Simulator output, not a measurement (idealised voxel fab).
The name of this process module is voxel wiring stack.
This is section cut - it's 200 nm across, gridded in 5 nm square cells.
If you're reading a cross-section in this doc, picture square cells in a grid; it comes to you as bands, top ones listed first down to the bottom, and a band can be one or more rows of cells.
First you get the band's top height and its bottom height, in nm, and then the materials it's made of, left to right, with each width in nm. If you see a single material with "edge to edge", that one covers the band edge to edge. "empty" is empty space.
Height is counted from the level 0, under which the received wafer is composed throughout of one material. The lowest of the bands is not closed at the bottom but continues downward, in the notation "top 0, no bottom".
The width entry "30..40" should be interpreted row by row: the top row of cells in the band takes the first number, the bottom row takes the second number, and the change between adjacent rows is uniform throughout.
Step note "nothing changed" = no cross-section cell changed.
Entry "Voids, enclosed". Content: empty spaces with no open connection to the top, size 8 cells or greater. Each: width x height at distance. Distance: from left edge. Unit: nm.
That trailing text on a step's line, after the settings, is the simulator's own remark on the step.
The "overlay nm" setting may appear on a step's line; for a step that uses a mask, it gives how far to the right of its planned position the mask lay, and a negative value indicates the left.
The following list gives the planned process steps
1,RECEIVE | material Si
2,CONFORMAL_DEP | material SiO2 | thk nm 15
3,DIRECTIONAL_DEP | material TiN | thk nm 5
4,DIRECTIONAL_DEP | material W | thk nm 25
5,PATTERN | tone cover | mask id METAL_1 | material resist | width nm 25 | pitch nm 55 | thk nm 20 | overlay nm 0
6,DIRECTIONAL_ETCH | etch materials W | depth nm 25
7,DIRECTIONAL_ETCH | etch materials TiN | depth nm 5
8,STRIP | etch materials resist
9,CONFORMAL_DEP | material SiCN | thk nm 5
10,FILL_DEP | material lowk | thk nm 5
11,CMP | height nm 45
12,CONFORMAL_DEP | material SiCN | thk nm 5
13,DIRECTIONAL_DEP | material lowk | thk nm 20
14,DIRECTIONAL_DEP | material aC | thk nm 15
15,PATTERN | tone open | mask id PLUG_1 | material resist | width nm 15 | thk nm 30 | overlay nm 0
16,DIRECTIONAL_ETCH | etch materials aC | depth nm 15
17,STRIP | etch materials resist
18,DIRECTIONAL_ETCH | etch materials lowk | depth nm 20
19,DIRECTIONAL_ETCH | etch materials SiCN | depth nm 5
20,STRIP | etch materials aC
21,EPI | material Ru | thk nm 10
22,EPI | material Ru | thk nm 10
23,EPI | material Ru | thk nm 5
24,DIRECTIONAL_DEP | material TiN | thk nm 5
25,DIRECTIONAL_DEP | material Ru | thk nm 20
26,DIRECTIONAL_DEP | material aC | thk nm 15
27,PATTERN | tone cover | mask id METAL_2 | material resist | width nm 25 | pitch nm 55 | thk nm 30 | overlay nm 0
28,DIRECTIONAL_ETCH | etch materials aC | depth nm 15
29,STRIP | etch materials resist
30,DIRECTIONAL_ETCH | etch materials Ru | depth nm 20
31,DIRECTIONAL_ETCH | etch materials TiN | depth nm 5
32,STRIP | etch materials aC
33,CONFORMAL_DEP | material SiN | thk nm 5
34,FILL_DEP | material SiO2 | thk nm 10
35,CMP | height nm 95
36,CONFORMAL_DEP | material SiCN | thk nm 5
37,DIRECTIONAL_DEP | material lowk | thk nm 10
38,DIRECTIONAL_DEP | material aC | thk nm 10
39,PATTERN | tone open | mask id PLUG_2 | material resist | width nm 15 | pitch nm 55 | thk nm 25 | overlay nm 0
40,DIRECTIONAL_ETCH | etch materials aC | depth nm 10
41,STRIP | etch materials resist
42,DIRECTIONAL_ETCH | etch materials lowk | depth nm 10
43,DIRECTIONAL_ETCH | etch materials SiCN | depth nm 5
44,STRIP | etch materials aC
45,CONFORMAL_DEP | material TiN | thk nm 5
46,FILL_DEP | material Ru | thk nm 10
47,CMP | height nm 110
48,CONFORMAL_DEP | material SiN | thk nm 5
49,DIRECTIONAL_DEP | material SiO2 | thk nm 25
50,PATTERN | tone open | mask id METAL_3 | material resist | width nm 25 | pitch nm 55 | thk nm 20 | overlay nm 0
51,DIRECTIONAL_ETCH | etch materials SiO2 | depth nm 25
52,DIRECTIONAL_ETCH | etch materials SiN | depth nm 5
53,STRIP | etch materials resist
54,CONFORMAL_DEP | material TiN | thk nm 5
55,FILL_DEP | material Cu | thk nm 10
56,CMP | height nm 140
57,CONFORMAL_DEP | material SiCN | thk nm 5
Wafer, first of two, run as planned
So this is the incoming wafer in cross-section - it's already been through step 1
* top 0, no bottom = Si edge to edge
* Voids, enclosed: none
The wafer in cross-section once step 2 is complete
* top 15, bottom 0 = SiO2 edge to edge
* Everything under 0 stays put, no change at all.
The wafer in cross-section once step 3 is complete
* top 20, bottom 15 = TiN edge to edge
* Everything under 15 stays put, no change at all.
The wafer in cross-section once step 4 is complete
* top 45, bottom 20 = W edge to edge
* Everything under 20 stays put, no change at all.
The wafer in cross-section once step 5 is complete
* top 65, bottom 45 = empty 60  resist 25  empty 30  resist 25  empty 60
* Everything under 45 stays put, no change at all.
The wafer in cross-section once step 6 is complete
* top 65, bottom 45 = empty 60  resist 25  empty 30  resist 25  empty 60
* top 45, bottom 20 = empty 60  W 25  empty 30  W 25  empty 60
* Everything under 20 stays put, no change at all.
The wafer in cross-section once step 7 is complete
* top 65, bottom 45 = empty 60  resist 25  empty 30  resist 25  empty 60
* top 45, bottom 20 = empty 60  W 25  empty 30  W 25  empty 60
* top 20, bottom 15 = empty 60  TiN 25  empty 30  TiN 25  empty 60
* Everything under 15 stays put, no change at all.
The wafer in cross-section once step 8 is complete
* top 45, bottom 20 = empty 60  W 25  empty 30  W 25  empty 60
* Everything under 20 stays put, no change at all.
The wafer in cross-section once step 9 is complete
* top 50, bottom 45 = empty 55  SiCN 35  empty 20  SiCN 35  empty 55
* top 45, bottom 20 = empty 55  SiCN 5  W 25  SiCN 5  empty 20  SiCN 5  W 25  SiCN 5  empty 55
* top 20, bottom 15 = SiCN 60  TiN 25  SiCN 30  TiN 25  SiCN 60
* Everything under 15 stays put, no change at all.
The wafer in cross-section once step 10 is complete
* top 55, bottom 50 = lowk edge to edge
* top 50, bottom 45 = lowk 55  SiCN 35  lowk 20  SiCN 35  lowk 55
* top 45, bottom 20 = lowk 55  SiCN 5  W 25  SiCN 5  lowk 20  SiCN 5  W 25  SiCN 5  lowk 55
* Everything under 20 stays put, no change at all.
The wafer in cross-section once step 11 is complete
* top 45, bottom 20 = lowk 55  SiCN 5  W 25  SiCN 5  lowk 20  SiCN 5  W 25  SiCN 5  lowk 55
* Everything under 20 stays put, no change at all.
The wafer in cross-section once step 12 is complete
* top 50, bottom 45 = SiCN edge to edge
* Everything under 45 stays put, no change at all.
The wafer in cross-section once step 13 is complete
* top 70, bottom 50 = lowk edge to edge
* Everything under 50 stays put, no change at all.
The wafer in cross-section once step 14 is complete
* top 85, bottom 70 = aC edge to edge
* Everything under 70 stays put, no change at all.
The wafer in cross-section once step 15 is complete
* top 115, bottom 85 = resist 60  empty 15  resist 125
* Everything under 85 stays put, no change at all.
The wafer in cross-section once step 16 is complete
* top 100, bottom 85 = resist 60  empty 15  resist 125
* top 85, bottom 70 = aC 60  empty 15  aC 125
* Everything under 70 stays put, no change at all.
The wafer in cross-section once step 17 is complete
* top 85, bottom 70 = aC 60  empty 15  aC 125
* Everything under 70 stays put, no change at all.
The wafer in cross-section once step 18 is complete
* top 85, bottom 70 = aC 60  empty 15  aC 125
* top 70, bottom 50 = lowk 60  empty 15  lowk 125
* Everything under 50 stays put, no change at all.
The wafer in cross-section once step 19 is complete
* top 85, bottom 70 = aC 60  empty 15  aC 125
* top 70, bottom 50 = lowk 60  empty 15  lowk 125
* top 50, bottom 45 = SiCN 60  empty 15  SiCN 125
* Everything under 45 stays put, no change at all.
The wafer in cross-section once step 20 is complete
* top 70, bottom 50 = lowk 60  empty 15  lowk 125
* Everything under 50 stays put, no change at all.
The wafer in cross-section once step 21 is complete
* top 70, bottom 55 = lowk 60  empty 15  lowk 125
* top 55, bottom 50 = lowk 60  Ru 15  lowk 125
* top 50, bottom 45 = SiCN 60  Ru 15  SiCN 125
* Everything under 45 stays put, no change at all.
The wafer in cross-section once step 22 is complete
* top 70, bottom 65 = lowk 60  empty 15  lowk 125
* top 65, bottom 50 = lowk 60  Ru 15  lowk 125
* Everything under 50 stays put, no change at all.
The wafer in cross-section once step 23 is complete
* top 70, bottom 50 = lowk 60  Ru 15  lowk 125
* Everything under 50 stays put, no change at all.
The wafer in cross-section once step 24 is complete
* top 75, bottom 70 = TiN edge to edge
* Everything under 70 stays put, no change at all.
The wafer in cross-section once step 25 is complete
* top 95, bottom 75 = Ru edge to edge
* Everything under 75 stays put, no change at all.
The wafer in cross-section once step 26 is complete
* top 110, bottom 95 = aC edge to edge
* Everything under 95 stays put, no change at all.
The wafer in cross-section once step 27 is complete
* top 140, bottom 110 = empty 60  resist 25  empty 30  resist 25  empty 60
* Everything under 110 stays put, no change at all.
The wafer in cross-section once step 28 is complete
* top 125, bottom 110 = empty 60  resist 25  empty 30  resist 25  empty 60
* top 110, bottom 95 = empty 60  aC 25  empty 30  aC 25  empty 60
* Everything under 95 stays put, no change at all.
The wafer in cross-section once step 29 is complete
* top 110, bottom 95 = empty 60  aC 25  empty 30  aC 25  empty 60
* Everything under 95 stays put, no change at all.
The wafer in cross-section once step 30 is complete
* top 110, bottom 95 = empty 60  aC 25  empty 30  aC 25  empty 60
* top 95, bottom 75 = empty 60  Ru 25  empty 30  Ru 25  empty 60
* Everything under 75 stays put, no change at all.
The wafer in cross-section once step 31 is complete
* top 110, bottom 95 = empty 60  aC 25  empty 30  aC 25  empty 60
* top 95, bottom 75 = empty 60  Ru 25  empty 30  Ru 25  empty 60
* top 75, bottom 70 = empty 60  TiN 25  empty 30  TiN 25  empty 60
* Everything under 70 stays put, no change at all.
The wafer in cross-section once step 32 is complete
* top 95, bottom 75 = empty 60  Ru 25  empty 30  Ru 25  empty 60
* Everything under 75 stays put, no change at all.
The wafer in cross-section once step 33 is complete
* top 100, bottom 95 = empty 55  SiN 35  empty 20  SiN 35  empty 55
* top 95, bottom 75 = empty 55  SiN 5  Ru 25  SiN 5  empty 20  SiN 5  Ru 25  SiN 5  empty 55
* top 75, bottom 70 = SiN 60  TiN 25  SiN 30  TiN 25  SiN 60
* Everything under 70 stays put, no change at all.
The wafer in cross-section once step 34 is complete
* top 110, bottom 100 = SiO2 edge to edge
* top 100, bottom 95 = SiO2 55  SiN 35  SiO2 20  SiN 35  SiO2 55
* top 95, bottom 75 = SiO2 55  SiN 5  Ru 25  SiN 5  SiO2 20  SiN 5  Ru 25  SiN 5  SiO2 55
* Everything under 75 stays put, no change at all.
The wafer in cross-section once step 35 is complete
* top 95, bottom 75 = SiO2 55  SiN 5  Ru 25  SiN 5  SiO2 20  SiN 5  Ru 25  SiN 5  SiO2 55
* Everything under 75 stays put, no change at all.
The wafer in cross-section once step 36 is complete
* top 100, bottom 95 = SiCN edge to edge
* Everything under 95 stays put, no change at all.
The wafer in cross-section once step 37 is complete
* top 110, bottom 100 = lowk edge to edge
* Everything under 100 stays put, no change at all.
The wafer in cross-section once step 38 is complete
* top 120, bottom 110 = aC edge to edge
* Everything under 110 stays put, no change at all.
The wafer in cross-section once step 39 is complete
* top 145, bottom 120 = resist 60  empty 15  resist 40  empty 15  resist 70
* Everything under 120 stays put, no change at all.
The wafer in cross-section once step 40 is complete
* top 135, bottom 120 = resist 60  empty 15  resist 40  empty 15  resist 70
* top 120, bottom 110 = aC 60  empty 15  aC 40  empty 15  aC 70
* Everything under 110 stays put, no change at all.
The wafer in cross-section once step 41 is complete
* top 120, bottom 110 = aC 60  empty 15  aC 40  empty 15  aC 70
* Everything under 110 stays put, no change at all.
The wafer in cross-section once step 42 is complete
* top 120, bottom 110 = aC 60  empty 15  aC 40  empty 15  aC 70
* top 110, bottom 100 = lowk 60  empty 15  lowk 40  empty 15  lowk 70
* Everything under 100 stays put, no change at all.
The wafer in cross-section once step 43 is complete
* top 120, bottom 110 = aC 60  empty 15  aC 40  empty 15  aC 70
* top 110, bottom 100 = lowk 60  empty 15  lowk 40  empty 15  lowk 70
* top 100, bottom 95 = SiCN 60  empty 15  SiCN 40  empty 15  SiCN 70
* Everything under 95 stays put, no change at all.
The wafer in cross-section once step 44 is complete
* top 110, bottom 100 = lowk 60  empty 15  lowk 40  empty 15  lowk 70
* Everything under 100 stays put, no change at all.
The wafer in cross-section once step 45 is complete
* top 115, bottom 110 = TiN 65  empty 5  TiN 50  empty 5  TiN 75
* top 110, bottom 100 = lowk 60  TiN 5  empty 5  TiN 5  lowk 40  TiN 5  empty 5  TiN 5  lowk 70
* top 100, bottom 95 = SiCN 60  TiN 15  SiCN 40  TiN 15  SiCN 70
* Everything under 95 stays put, no change at all.
The wafer in cross-section once step 46 is complete
* top 125, bottom 115 = Ru edge to edge
* top 115, bottom 110 = TiN 65  Ru 5  TiN 50  Ru 5  TiN 75
* top 110, bottom 100 = lowk 60  TiN 5  Ru 5  TiN 5  lowk 40  TiN 5  Ru 5  TiN 5  lowk 70
* Everything under 100 stays put, no change at all.
The wafer in cross-section once step 47 is complete
* top 110, bottom 100 = lowk 60  TiN 5  Ru 5  TiN 5  lowk 40  TiN 5  Ru 5  TiN 5  lowk 70
* Everything under 100 stays put, no change at all.
The wafer in cross-section once step 48 is complete
* top 115, bottom 110 = SiN edge to edge
* Everything under 110 stays put, no change at all.
The wafer in cross-section once step 49 is complete
* top 140, bottom 115 = SiO2 edge to edge
* Everything under 115 stays put, no change at all.
The wafer in cross-section once step 50 is complete
* top 160, bottom 140 = resist 60  empty 25  resist 30  empty 25  resist 60
* Everything under 140 stays put, no change at all.
The wafer in cross-section once step 51 is complete
* top 160, bottom 140 = resist 60  empty 25  resist 30  empty 25  resist 60
* top 140, bottom 115 = SiO2 60  empty 25  SiO2 30  empty 25  SiO2 60
* Everything under 115 stays put, no change at all.
The wafer in cross-section once step 52 is complete
* top 160, bottom 140 = resist 60  empty 25  resist 30  empty 25  resist 60
* top 140, bottom 115 = SiO2 60  empty 25  SiO2 30  empty 25  SiO2 60
* top 115, bottom 110 = SiN 60  empty 25  SiN 30  empty 25  SiN 60
* Everything under 110 stays put, no change at all.
The wafer in cross-section once step 53 is complete
* top 140, bottom 115 = SiO2 60  empty 25  SiO2 30  empty 25  SiO2 60
* Everything under 115 stays put, no change at all.
The wafer in cross-section once step 54 is complete
* top 145, bottom 140 = TiN 65  empty 15  TiN 40  empty 15  TiN 65
* top 140, bottom 115 = SiO2 60  TiN 5  empty 15  TiN 5  SiO2 30  TiN 5  empty 15  TiN 5  SiO2 60
* top 115, bottom 110 = SiN 60  TiN 25  SiN 30  TiN 25  SiN 60
* Everything under 110 stays put, no change at all.
The wafer in cross-section once step 55 is complete
* top 155, bottom 145 = Cu edge to edge
* top 145, bottom 140 = TiN 65  Cu 15  TiN 40  Cu 15  TiN 65
* top 140, bottom 115 = SiO2 60  TiN 5  Cu 15  TiN 5  SiO2 30  TiN 5  Cu 15  TiN 5  SiO2 60
* Everything under 115 stays put, no change at all.
The wafer in cross-section once step 56 is complete
* top 140, bottom 115 = SiO2 60  TiN 5  Cu 15  TiN 5  SiO2 30  TiN 5  Cu 15  TiN 5  SiO2 60
* Everything under 115 stays put, no change at all.
The wafer in cross-section once step 57 is complete
* top 145, bottom 140 = SiCN edge to edge
* Everything under 140 stays put, no change at all.
Wafer two of two - same starting point, same process plan, one mistake in execution; matches wafer one up to and including step 14
Cross-section of the second wafer at the time by which step 15 should have been completed according to the plan
* top 115, bottom 85 = empty 60  resist 15  empty 125
* Everything under 85 stays put, no change at all.
Cross-section of the second wafer at the time by which step 16 should have been completed according to the plan
* top 100, bottom 85 = empty 60  resist 15  empty 125
* top 85, bottom 70 = empty 60  aC 15  empty 125
* Everything under 70 stays put, no change at all.
Cross-section of the second wafer at the time by which step 17 should have been completed according to the plan
* top 85, bottom 70 = empty 60  aC 15  empty 125
* Everything under 70 stays put, no change at all.
Cross-section of the second wafer at the time by which step 18 should have been completed according to the plan
* top 85, bottom 70 = empty 60  aC 15  empty 125
* top 70, bottom 50 = empty 60  lowk 15  empty 125
* Everything under 50 stays put, no change at all.
Cross-section of the second wafer at the time by which step 19 should have been completed according to the plan
* top 85, bottom 70 = empty 60  aC 15  empty 125
* top 70, bottom 50 = empty 60  lowk 15  empty 125
* top 50, bottom 45 = empty 60  SiCN 15  empty 125
* Everything under 45 stays put, no change at all.
Cross-section of the second wafer at the time by which step 20 should have been completed according to the plan
* top 70, bottom 50 = empty 60  lowk 15  empty 125
* Everything under 50 stays put, no change at all.
Cross-section of the second wafer at the time by which step 21 should have been completed according to the plan
* top 70, bottom 55 = empty 60  lowk 15  empty 125
* top 55, bottom 50 = empty 60  lowk 15  Ru 20  empty 10  Ru 45  empty 50
* top 50, bottom 45 = empty 60  SiCN 15  Ru 20  empty 10  Ru 45  empty 50
* Everything under 45 stays put, no change at all.
Cross-section of the second wafer at the time by which step 22 should have been completed according to the plan
* top 70, bottom 65 = empty 60  lowk 15  empty 125
* top 65, bottom 50 = empty 60  lowk 15  Ru 85  empty 40
* top 50, bottom 45 = empty 60  SiCN 15  Ru 85  empty 40
* Everything under 45 stays put, no change at all.
Cross-section of the second wafer at the time by which step 23 should have been completed according to the plan
* top 70, bottom 50 = empty 60  lowk 15  Ru 90  empty 35
* top 50, bottom 45 = empty 60  SiCN 15  Ru 90  empty 35
* Everything under 45 stays put, no change at all.
Cross-section of the second wafer at the time by which step 24 should have been completed according to the plan
* top 75, bottom 70 = empty 60  TiN 105  empty 35
* top 70, bottom 50 = empty 60  lowk 15  Ru 90  empty 35
* top 50, bottom 45 = TiN 60  SiCN 15  Ru 90  TiN 35
* Everything under 45 stays put, no change at all.
Cross-section of the second wafer at the time by which step 25 should have been completed according to the plan
* top 95, bottom 75 = empty 60  Ru 105  empty 35
* top 75, bottom 70 = empty 60  TiN 105  empty 35
* top 70, bottom 50 = Ru 60  lowk 15  Ru 125
* Everything under 50 stays put, no change at all.
Cross-section of the second wafer at the time by which step 26 should have been completed according to the plan
* top 110, bottom 95 = empty 60  aC 105  empty 35
* top 95, bottom 85 = empty 60  Ru 105  empty 35
* top 85, bottom 75 = aC 60  Ru 105  aC 35
* top 75, bottom 70 = aC 60  TiN 105  aC 35
* Everything under 70 stays put, no change at all.
Cross-section of the second wafer at the time by which step 27 should have been completed according to the plan
* top 140, bottom 110 = empty 60  resist 25  empty 30  resist 25  empty 60
* Everything under 110 stays put, no change at all.
Cross-section of the second wafer at the time by which step 28 should have been completed according to the plan
* top 125, bottom 110 = empty 60  resist 25  empty 30  resist 25  empty 60
* top 110, bottom 95 = empty 60  aC 25  empty 30  aC 25  empty 60
* top 95, bottom 75 = empty 60  Ru 105  empty 35
* top 75, bottom 70 = empty 60  TiN 105  empty 35
* Everything under 70 stays put, no change at all.
Cross-section of the second wafer at the time by which step 29 should have been completed according to the plan
* top 110, bottom 95 = empty 60  aC 25  empty 30  aC 25  empty 60
* Everything under 95 stays put, no change at all.
Cross-section of the second wafer at the time by which step 30 should have been completed according to the plan
* top 110, bottom 95 = empty 60  aC 25  empty 30  aC 25  empty 60
* top 95, bottom 75 = empty 60  Ru 25  empty 30  Ru 25  empty 60
* top 75, bottom 70 = empty 60  TiN 105  empty 35
* top 70, bottom 50 = empty 60  lowk 15  Ru 90  empty 35
* Everything under 50 stays put, no change at all.
Cross-section of the second wafer at the time by which step 31 should have been completed according to the plan
* top 110, bottom 95 = empty 60  aC 25  empty 30  aC 25  empty 60
* top 95, bottom 75 = empty 60  Ru 25  empty 30  Ru 25  empty 60
* top 75, bottom 70 = empty 60  TiN 25  empty 30  TiN 25  empty 60
* top 70, bottom 50 = empty 60  lowk 15  Ru 90  empty 35
* top 50, bottom 45 = empty 60  SiCN 15  Ru 90  empty 35
* Everything under 45 stays put, no change at all.
Cross-section of the second wafer at the time by which step 32 should have been completed according to the plan
* top 95, bottom 75 = empty 60  Ru 25  empty 30  Ru 25  empty 60
* Everything under 75 stays put, no change at all.
Cross-section of the second wafer at the time by which step 33 should have been completed according to the plan
* top 100, bottom 95 = empty 55  SiN 35  empty 20  SiN 35  empty 55
* top 95, bottom 75 = empty 55  SiN 5  Ru 25  SiN 5  empty 20  SiN 5  Ru 25  SiN 5  empty 55
* top 75, bottom 70 = empty 55  SiN 5  TiN 25  SiN 30  TiN 25  SiN 30  empty 30
* top 70, bottom 50 = empty 55  SiN 5  lowk 15  Ru 90  SiN 5  empty 30
* top 50, bottom 45 = SiN 60  SiCN 15  Ru 90  SiN 35
* Everything under 45 stays put, no change at all.
Cross-section of the second wafer at the time by which step 34 should have been completed according to the plan
* top 110, bottom 100 = SiO2 edge to edge
* top 100, bottom 95 = SiO2 55  SiN 35  SiO2 20  SiN 35  SiO2 55
* top 95, bottom 75 = SiO2 55  SiN 5  Ru 25  SiN 5  SiO2 20  SiN 5  Ru 25  SiN 5  SiO2 55
* top 75, bottom 70 = SiO2 55  SiN 5  TiN 25  SiN 30  TiN 25  SiN 30  SiO2 30
* top 70, bottom 50 = SiO2 55  SiN 5  lowk 15  Ru 90  SiN 5  SiO2 30
* Everything under 50 stays put, no change at all.
Cross-section of the second wafer at the time by which step 35 should have been completed according to the plan
* top 95, bottom 75 = SiO2 55  SiN 5  Ru 25  SiN 5  SiO2 20  SiN 5  Ru 25  SiN 5  SiO2 55
* Everything under 75 stays put, no change at all.
Cross-section of the second wafer at the time by which step 36 should have been completed according to the plan
* top 100, bottom 95 = SiCN edge to edge
* Everything under 95 stays put, no change at all.
Cross-section of the second wafer at the time by which step 37 should have been completed according to the plan
* top 110, bottom 100 = lowk edge to edge
* Everything under 100 stays put, no change at all.
Cross-section of the second wafer at the time by which step 38 should have been completed according to the plan
* top 120, bottom 110 = aC edge to edge
* Everything under 110 stays put, no change at all.
Cross-section of the second wafer at the time by which step 39 should have been completed according to the plan
* top 145, bottom 120 = resist 60  empty 15  resist 40  empty 15  resist 70
* Everything under 120 stays put, no change at all.
Cross-section of the second wafer at the time by which step 40 should have been completed according to the plan
* top 135, bottom 120 = resist 60  empty 15  resist 40  empty 15  resist 70
* top 120, bottom 110 = aC 60  empty 15  aC 40  empty 15  aC 70
* Everything under 110 stays put, no change at all.
Cross-section of the second wafer at the time by which step 41 should have been completed according to the plan
* top 120, bottom 110 = aC 60  empty 15  aC 40  empty 15  aC 70
* Everything under 110 stays put, no change at all.
Cross-section of the second wafer at the time by which step 42 should have been completed according to the plan
* top 120, bottom 110 = aC 60  empty 15  aC 40  empty 15  aC 70
* top 110, bottom 100 = lowk 60  empty 15  lowk 40  empty 15  lowk 70
* Everything under 100 stays put, no change at all.
Cross-section of the second wafer at the time by which step 43 should have been completed according to the plan
* top 120, bottom 110 = aC 60  empty 15  aC 40  empty 15  aC 70
* top 110, bottom 100 = lowk 60  empty 15  lowk 40  empty 15  lowk 70
* top 100, bottom 95 = SiCN 60  empty 15  SiCN 40  empty 15  SiCN 70
* Everything under 95 stays put, no change at all.
Cross-section of the second wafer at the time by which step 44 should have been completed according to the plan
* top 110, bottom 100 = lowk 60  empty 15  lowk 40  empty 15  lowk 70
* Everything under 100 stays put, no change at all.
Cross-section of the second wafer at the time by which step 45 should have been completed according to the plan
* top 115, bottom 110 = TiN 65  empty 5  TiN 50  empty 5  TiN 75
* top 110, bottom 100 = lowk 60  TiN 5  empty 5  TiN 5  lowk 40  TiN 5  empty 5  TiN 5  lowk 70
* top 100, bottom 95 = SiCN 60  TiN 15  SiCN 40  TiN 15  SiCN 70
* Everything under 95 stays put, no change at all.
Cross-section of the second wafer at the time by which step 46 should have been completed according to the plan
* top 125, bottom 115 = Ru edge to edge
* top 115, bottom 110 = TiN 65  Ru 5  TiN 50  Ru 5  TiN 75
* top 110, bottom 100 = lowk 60  TiN 5  Ru 5  TiN 5  lowk 40  TiN 5  Ru 5  TiN 5  lowk 70
* Everything under 100 stays put, no change at all.
Cross-section of the second wafer at the time by which step 47 should have been completed according to the plan
* top 110, bottom 100 = lowk 60  TiN 5  Ru 5  TiN 5  lowk 40  TiN 5  Ru 5  TiN 5  lowk 70
* Everything under 100 stays put, no change at all.
Cross-section of the second wafer at the time by which step 48 should have been completed according to the plan
* top 115, bottom 110 = SiN edge to edge
* Everything under 110 stays put, no change at all.
Cross-section of the second wafer at the time by which step 49 should have been completed according to the plan
* top 140, bottom 115 = SiO2 edge to edge
* Everything under 115 stays put, no change at all.
Cross-section of the second wafer at the time by which step 50 should have been completed according to the plan
* top 160, bottom 140 = resist 60  empty 25  resist 30  empty 25  resist 60
* Everything under 140 stays put, no change at all.
Cross-section of the second wafer at the time by which step 51 should have been completed according to the plan
* top 160, bottom 140 = resist 60  empty 25  resist 30  empty 25  resist 60
* top 140, bottom 115 = SiO2 60  empty 25  SiO2 30  empty 25  SiO2 60
* Everything under 115 stays put, no change at all.
Cross-section of the second wafer at the time by which step 52 should have been completed according to the plan
* top 160, bottom 140 = resist 60  empty 25  resist 30  empty 25  resist 60
* top 140, bottom 115 = SiO2 60  empty 25  SiO2 30  empty 25  SiO2 60
* top 115, bottom 110 = SiN 60  empty 25  SiN 30  empty 25  SiN 60
* Everything under 110 stays put, no change at all.
Cross-section of the second wafer at the time by which step 53 should have been completed according to the plan
* top 140, bottom 115 = SiO2 60  empty 25  SiO2 30  empty 25  SiO2 60
* Everything under 115 stays put, no change at all.
Cross-section of the second wafer at the time by which step 54 should have been completed according to the plan
* top 145, bottom 140 = TiN 65  empty 15  TiN 40  empty 15  TiN 65
* top 140, bottom 115 = SiO2 60  TiN 5  empty 15  TiN 5  SiO2 30  TiN 5  empty 15  TiN 5  SiO2 60
* top 115, bottom 110 = SiN 60  TiN 25  SiN 30  TiN 25  SiN 60
* Everything under 110 stays put, no change at all.
Cross-section of the second wafer at the time by which step 55 should have been completed according to the plan
* top 155, bottom 145 = Cu edge to edge
* top 145, bottom 140 = TiN 65  Cu 15  TiN 40  Cu 15  TiN 65
* top 140, bottom 115 = SiO2 60  TiN 5  Cu 15  TiN 5  SiO2 30  TiN 5  Cu 15  TiN 5  SiO2 60
* Everything under 115 stays put, no change at all.
Cross-section of the second wafer at the time by which step 56 should have been completed according to the plan
* top 140, bottom 115 = SiO2 60  TiN 5  Cu 15  TiN 5  SiO2 30  TiN 5  Cu 15  TiN 5  SiO2 60
* Everything under 115 stays put, no change at all.
Cross-section of the second wafer at the time by which step 57 should have been completed according to the plan
* top 145, bottom 140 = SiCN edge to edge
* Everything under 140 stays put, no change at all.
Run error: step 15 was processed under conditions differing from the plan, specifically as PATTERN | tone cover | mask id PLUG_1 | material resist | width nm 15 | thk nm 30 | overlay nm 0
At the finish, the second wafer shows more or fewer cells for some materials than the first does: Ru: 75 more; SiCN: 34 fewer; SiN: 10 more; SiO2: 85 more; lowk: 136 fewer
